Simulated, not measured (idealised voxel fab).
process module | voxel released beams
cross-section cut | 190 nm wide | cells 5 nm
A cross-section is a grid of square cells, given in bands from the top down. A band is one or more rows of cells.
Each band's line starts with the height of the band's top and of its bottom, in nm. Then come its materials from left to right, each with its width in nm. One material with "throughout" fills the band from edge to edge. "air" is empty space.
Height 0 is the level under which the wafer as received is all one material. The lowest band goes on downwards, as in "0 down".
A width such as "30 to 40" changes by the same amount from each row of cells to the next, from the band's top row to its bottom row.
"no change" after a step means that no cell of the cross-section changed.
closed voids: empty space of 8 cells or more with no open way to the top, each as width x height at its distance from the left edge, in nm
after a step's settings: what the simulator itself notes on the step
overlay nm, on a step with a mask: how far to the right of its planned place the mask lay; to the left if negative
plan
1 op RECEIVE | material Si
2 op CONFORMAL_DEP | material SiN | thk nm 5
3 op DIRECTIONAL_DEP | material SiO2 | thk nm 20
4 op PATTERN | tone open | mask id ANCHOR | material resist | width nm 35 | thk nm 15 | overlay nm 0
5 op DIRECTIONAL_ETCH | etch materials SiO2 | depth nm 20
6 op STRIP | etch materials resist
7 op CONFORMAL_DEP | material W | thk nm 10
8 op PATTERN | tone cover | mask id BEAM | material resist | width nm 120 | thk nm 15 | overlay nm 0
9 op DIRECTIONAL_ETCH | etch materials W | depth nm 10
10 op STRIP | etch materials resist
11 op STRIP | etch materials SiO2
varied across the wafers: thk nm of step 2. The plan shows the first wafer's value. All wafers start alike
first wafer as received, after step 1
  0 down: Si throughout
  closed voids: none
each wafer at the end: cells of each material gained (+) or lost (-) since it was received, then its closed voids
thk nm 5 | +38 SiN | +64 W | closed voids: none
thk nm 10 | +76 SiN | +64 W | closed voids: none
thk nm 15 | +114 SiN | +64 W | closed voids: none
thk nm 20 | +152 SiN | +64 W | closed voids: none
